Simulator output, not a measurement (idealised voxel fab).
Process module heading - voxel self aligned vias
Cross-section cut: width 260 nm, square cells of 5 nm.
Cross-section layout: square cells on a grid; listed as bands, top to bottom; a band spans one or more cell rows. Heights first: top, then bottom, in nm. Then materials, left to right, each with a width in nm. "full width" on a single material: fills the band edge to edge. "empty": empty space. Ref level 0: as-received wafer is one material below here. Bottom band extends down with no lower bound ("z 0 and below"). Top row gets the first number, bottom row gets the second, and each row in between changes by the same step: that is how a band width like "30..40" works. No cell of the cross-section changed in a step that is given as "changes: none". Empty spaces without an open route to the top, at least 8 cells in extent, make up the entry "Trapped void list"; each is given as width x height at distance, where the distance is measured from the left edge, and all are in nm. That trailing text on a step's line, after the settings, is the simulator's own remark on the step. "overlay nm" answers the question of how far to the right of plan the mask lay on a step that has a mask, and when it is negative the answer is to the left.
**The planned process steps are enumerated hereunder**
1. RECEIVE | material Si
2. CONFORMAL_DEP | material SiO2 | thk nm 10
3. CONFORMAL_DEP | material SiCN | thk nm 5
4. DIRECTIONAL_DEP | material SiO2 | thk nm 30
5. MASKED_ETCH | tone open | mask id LINES | width nm 20 | pitch nm 55 | etch materials SiO2 | depth nm 30 | overlay nm 0
6. CONFORMAL_DEP | material TiN | thk nm 5
7. FILL_DEP | material Ru | thk nm 5
8. CMP | height nm 45
9. SELECTIVE_ETCH | etch materials W Ru TiN | depth nm 5
10. FILL_DEP | material SiN | thk nm 5
11. CMP | height nm 45
12. DIRECTIONAL_DEP | material SiO2 | thk nm 15
13. MASKED_ETCH | tone open | mask id VIAS | width nm 30 | pitch nm 55 | etch materials SiO2 | depth nm 15 | overlay nm 0
14. MASKED_ETCH | tone open | mask id VIAS | width nm 30 | pitch nm 55 | etch materials SiN | depth nm 5 | overlay nm 0
15. CONFORMAL_DEP | material TiN | thk nm 5
16. FILL_DEP | material Cu | thk nm 10
17. CMP | height nm 60
18. CONFORMAL_DEP | material SiN | thk nm 5
**Below: the first of two wafers, run as planned**
**So this is the incoming wafer in cross-section - it's already been through step 1**
	z 0 and below = Si full width
	Trapped void list: none
**Step 2 done - wafer cross-section**
	z 10 to 0 = SiO2 full width
	Under 0: no change, same as before.
**Step 3 done - wafer cross-section**
	z 15 to 10 = SiCN full width
	Under 10: no change, same as before.
**Step 4 done - wafer cross-section**
	z 45 to 15 = SiO2 full width
	Under 15: no change, same as before.
**Step 5 done - wafer cross-section**
	z 45 to 15 = 65 nm SiO2, 20 nm empty, 35 nm SiO2, 20 nm empty, 35 nm SiO2, 20 nm empty, 65 nm SiO2
	Under 15: no change, same as before.
**Step 6 done - wafer cross-section**
	z 50 to 45 = 70 nm TiN, 10 nm empty, 45 nm TiN, 10 nm empty, 45 nm TiN, 10 nm empty, 70 nm TiN
	z 45 to 20 = 65 nm SiO2, 5 nm TiN, 10 nm empty, 5 nm TiN, 35 nm SiO2, 5 nm TiN, 10 nm empty, 5 nm TiN, 35 nm SiO2, 5 nm TiN, 10 nm empty, 5 nm TiN, 65 nm SiO2
	z 20 to 15 = 65 nm SiO2, 20 nm TiN, 35 nm SiO2, 20 nm TiN, 35 nm SiO2, 20 nm TiN, 65 nm SiO2
	Under 15: no change, same as before.
**Step 7 done - wafer cross-section**
	z 55 to 50 = Ru full width
	z 50 to 45 = 70 nm TiN, 10 nm Ru, 45 nm TiN, 10 nm Ru, 45 nm TiN, 10 nm Ru, 70 nm TiN
	z 45 to 20 = 65 nm SiO2, 5 nm TiN, 10 nm Ru, 5 nm TiN, 35 nm SiO2, 5 nm TiN, 10 nm Ru, 5 nm TiN, 35 nm SiO2, 5 nm TiN, 10 nm Ru, 5 nm TiN, 65 nm SiO2
	Under 20: no change, same as before.
**Step 8 done - wafer cross-section**
	z 45 to 20 = 65 nm SiO2, 5 nm TiN, 10 nm Ru, 5 nm TiN, 35 nm SiO2, 5 nm TiN, 10 nm Ru, 5 nm TiN, 35 nm SiO2, 5 nm TiN, 10 nm Ru, 5 nm TiN, 65 nm SiO2
	Under 20: no change, same as before.
**Step 9 done - wafer cross-section**
	z 45 to 40 = 65 nm SiO2, 20 nm empty, 35 nm SiO2, 20 nm empty, 35 nm SiO2, 20 nm empty, 65 nm SiO2
	Under 40: no change, same as before.
**Step 10 done - wafer cross-section**
	z 50 to 45 = SiN full width
	z 45 to 40 = 65 nm SiO2, 20 nm SiN, 35 nm SiO2, 20 nm SiN, 35 nm SiO2, 20 nm SiN, 65 nm SiO2
	Under 40: no change, same as before.
**Step 11 done - wafer cross-section**
	z 45 to 40 = 65 nm SiO2, 20 nm SiN, 35 nm SiO2, 20 nm SiN, 35 nm SiO2, 20 nm SiN, 65 nm SiO2
	Under 40: no change, same as before.
**Step 12 done - wafer cross-section**
	z 60 to 45 = SiO2 full width
	Under 45: no change, same as before.
**Step 13 done - wafer cross-section**
	z 60 to 45 = 60 nm SiO2, 30 nm empty, 25 nm SiO2, 30 nm empty, 25 nm SiO2, 30 nm empty, 60 nm SiO2
	Under 45: no change, same as before.
**Step 14 done - wafer cross-section**
	z 60 to 45 = 60 nm SiO2, 30 nm empty, 25 nm SiO2, 30 nm empty, 25 nm SiO2, 30 nm empty, 60 nm SiO2
	z 45 to 40 = 65 nm SiO2, 20 nm empty, 35 nm SiO2, 20 nm empty, 35 nm SiO2, 20 nm empty, 65 nm SiO2
	Under 40: no change, same as before.
**Step 15 done - wafer cross-section**
	z 65 to 60 = 65 nm TiN, 20 nm empty, 35 nm TiN, 20 nm empty, 35 nm TiN, 20 nm empty, 65 nm TiN
	z 60 to 50 = 60 nm SiO2, 5 nm TiN, 20 nm empty, 5 nm TiN, 25 nm SiO2, 5 nm TiN, 20 nm empty, 5 nm TiN, 25 nm SiO2, 5 nm TiN, 20 nm empty, 5 nm TiN, 60 nm SiO2
	z 50 to 45 = 60 nm SiO2, 10 nm TiN, 10 nm empty, 10 nm TiN, 25 nm SiO2, 10 nm TiN, 10 nm empty, 10 nm TiN, 25 nm SiO2, 10 nm TiN, 10 nm empty, 10 nm TiN, 60 nm SiO2
	z 45 to 40 = 65 nm SiO2, 20 nm TiN, 35 nm SiO2, 20 nm TiN, 35 nm SiO2, 20 nm TiN, 65 nm SiO2
	Under 40: no change, same as before.
**Step 16 done - wafer cross-section**
	z 75 to 65 = Cu full width
	z 65 to 60 = 65 nm TiN, 20 nm Cu, 35 nm TiN, 20 nm Cu, 35 nm TiN, 20 nm Cu, 65 nm TiN
	z 60 to 50 = 60 nm SiO2, 5 nm TiN, 20 nm Cu, 5 nm TiN, 25 nm SiO2, 5 nm TiN, 20 nm Cu, 5 nm TiN, 25 nm SiO2, 5 nm TiN, 20 nm Cu, 5 nm TiN, 60 nm SiO2
	z 50 to 45 = 60 nm SiO2, 10 nm TiN, 10 nm Cu, 10 nm TiN, 25 nm SiO2, 10 nm TiN, 10 nm Cu, 10 nm TiN, 25 nm SiO2, 10 nm TiN, 10 nm Cu, 10 nm TiN, 60 nm SiO2
	Under 45: no change, same as before.
**Step 17 done - wafer cross-section**
	z 60 to 50 = 60 nm SiO2, 5 nm TiN, 20 nm Cu, 5 nm TiN, 25 nm SiO2, 5 nm TiN, 20 nm Cu, 5 nm TiN, 25 nm SiO2, 5 nm TiN, 20 nm Cu, 5 nm TiN, 60 nm SiO2
	Under 50: no change, same as before.
**Step 18 done - wafer cross-section**
	z 65 to 60 = SiN full width
	Under 60: no change, same as before.
**Okay, second wafer. Nothing different at the start, nothing different in the plan, just one mistake somewhere in the running. As far as step 16, counting that step, it's the first wafer all over again**
The second wafer cut through, at the time step 17 was supposed to be finished: changes: none
**The second wafer cut through, at the time step 18 was supposed to be finished**
	z 80 to 75 = SiN full width
	Under 75: no change, same as before.
Against the plan, the run slipped here: step 17 of the plan was omitted and not executed
at the end the second wafer has, in cells: +116 Cu; +40 TiN
